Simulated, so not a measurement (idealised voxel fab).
The document below concerns the process module designated voxel self aligned contacts.
This is section cut - it's 170 nm across, gridded in 5 nm square cells.
Cross-section = grid of square cells, listed top down in bands; band = one or more rows. What a band's entry tells you: where the top is and where the bottom is, as heights in nm, and after that what lies inside, material by material from left to right, each with its width in nm. Empty space is written as the word "blank", and a single material marked with the word "everywhere" occupies the band from edge to edge. Basically, 0 is our baseline, since under it the wafer straight out of the box is all one material. The bottom band has no lower end and keeps on going down, so it looks like "0 down". When a width is written as two numbers, as in "30->40", the first number is the width in the top row of cells of the band and the second is the width in its bottom row, and the width changes by the same amount from each row to the next. Basically "no change" means that step didn't change any cell in the cross-section. Heads up: "Unvented internal voids" only lists the empty pockets with no open path to the top that are 8 cells or more, and it writes them as width x height at distance, distance from the left edge, in nm. Post-settings text on a step line: simulator's own remark regarding the step. What "overlay nm" on a step's line means: if the step has a mask, that mask lay this far to the right of its planned place, or, when the value is negative, to the left.
**This section lists the process steps that were planned**
step 1: RECEIVE (material Si)
step 2: CONFORMAL_DEP (material SiO2; thk nm 5)
step 3: DIRECTIONAL_DEP (material polySi; thk nm 30)
step 4: DIRECTIONAL_DEP (material SiN; thk nm 25)
step 5: MASKED_ETCH (tone cover; mask id GATE; width nm 30; pitch nm 70; etch materials SiN; depth nm 25; overlay nm 0)
step 6: MASKED_ETCH (tone cover; mask id GATE; width nm 30; pitch nm 70; etch materials polySi; depth nm 30; overlay nm 0)
step 7: CONFORMAL_DEP (material SiN; thk nm 10)
step 8: DIRECTIONAL_ETCH (etch materials SiN; depth nm 10)
step 9: FILL_DEP (material SiO2; thk nm 10)
step 10: CMP (height nm 65)
step 11: DIRECTIONAL_DEP (material aC; thk nm 15)
step 12: PATTERN (tone open; mask id CONTACT; material resist; width nm 50; thk nm 35; overlay nm 0)
step 13: DIRECTIONAL_ETCH (etch materials aC; depth nm 15)
step 14: STRIP (etch materials resist)
step 15: DIRECTIONAL_ETCH (etch materials SiO2; depth nm 65)
step 16: STRIP (etch materials aC)
step 17: CONFORMAL_DEP (material TiN; thk nm 5)
step 18: FILL_DEP (material W; thk nm 5)
step 19: CMP (height nm 65)
step 20: CONFORMAL_DEP (material SiN; thk nm 5)
**So this is the incoming wafer in cross-section - it's already been through step 1**
- 0 down = Si everywhere
- Unvented internal voids: none
**Wafer at module end, in section. Began as above, planned as above, run with one mistake**
- 70 to 65 = SiN everywhere
- 65 to 40 = 25 of SiO2, then 50 of SiN, then 5 of TiN, then 10 of W, then 5 of TiN, then 50 of SiN, then 25 of SiO2
- 40 to 15 = 25 of SiO2, then 10 of SiN, then 30 of polySi, then 10 of SiN, then 5 of TiN, then 10 of W, then 5 of TiN, then 10 of SiN, then 30 of polySi, then 10 of SiN, then 25 of SiO2
- 15 to 10 = 25 of SiO2, then 10 of SiN, then 30 of polySi, then 10 of SiN, then 20 of TiN, then 10 of SiN, then 30 of polySi, then 10 of SiN, then 25 of SiO2
- 10 to 5 = polySi everywhere
- 5 to 0 = SiO2 everywhere
- 0 down = Si everywhere
- Unvented internal voids: none
Short version of what went wrong: step 3 changed vs plan, executed as DIRECTIONAL_DEP (material polySi; thk nm 35)
